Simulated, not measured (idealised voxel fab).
process module | voxel spacer lines
cross-section cut | 280 nm wide | cells 5 nm
A cross-section is a grid of square cells, given in bands from the top down. A band is one or more rows of cells.
Each band's line starts with the height of the band's top and of its bottom, in nm. Then come its materials from left to right, each with its width in nm. One material with "throughout" fills the band from edge to edge. "air" is empty space.
Height 0 is the level under which the wafer as received is all one material. The lowest band goes on downwards, as in "0 down".
A width such as "30 to 40" changes by the same amount from each row of cells to the next, from the band's top row to its bottom row.
"no change" after a step means that no cell of the cross-section changed.
closed voids: empty space of 8 cells or more with no open way to the top, each as width x height at its distance from the left edge, in nm
after a step's settings: what the simulator itself notes on the step
overlay nm, on a step with a mask: how far to the right of its planned place the mask lay; to the left if negative
plan
1 op RECEIVE | material Si
2 op CONFORMAL_DEP | material Al2O3 | thk nm 10
3 op DIRECTIONAL_DEP | material polySi | thk nm 15
4 op DIRECTIONAL_DEP | material aC | thk nm 20
5 op PATTERN | tone cover | mask id MANDREL | material resist | width nm 20 | pitch nm 60 | thk nm 30 | overlay nm -15
6 op DIRECTIONAL_ETCH | etch materials aC | depth nm 20
7 op STRIP | etch materials resist
8 op CONFORMAL_DEP | material SiO2 | thk nm 10
9 op DIRECTIONAL_ETCH | etch materials SiO2 | depth nm 10
10 op STRIP | etch materials aC
11 op DIRECTIONAL_ETCH | etch materials polySi | depth nm 15
12 op STRIP | etch materials SiO2
varied across the wafers: overlay nm of step 5. The plan shows the first wafer's value. All wafers start alike
first wafer as received, after step 1
  0 down: Si throughout
  closed voids: none
first wafer at the end, after step 12
  25 to 10: air 75 | polySi 10 | air 20 | polySi 10 | air 20 | polySi 10 | air 20 | polySi 10 | air 105
  10 to 0: Al2O3 throughout
  0 down: Si throughout
  closed voids: none
last wafer at the end
  25 to 10: air 105 | polySi 10 | air 20 | polySi 10 | air 20 | polySi 10 | air 20 | polySi 10 | air 75
  10 to 0: Al2O3 throughout
  0 down: Si throughout
  closed voids: none
each wafer at the end: cells of each material gained (+) or lost (-) since it was received, then its closed voids
overlay nm -15 | +112 Al2O3 | +24 polySi | closed voids: none
overlay nm -10 | +112 Al2O3 | +24 polySi | closed voids: none
overlay nm -5 | +112 Al2O3 | +24 polySi | closed voids: none
overlay nm 0 | +112 Al2O3 | +24 polySi | closed voids: none
overlay nm 5 | +112 Al2O3 | +24 polySi | closed voids: none
overlay nm 10 | +112 Al2O3 | +24 polySi | closed voids: none
overlay nm 15 | +112 Al2O3 | +24 polySi | closed voids: none
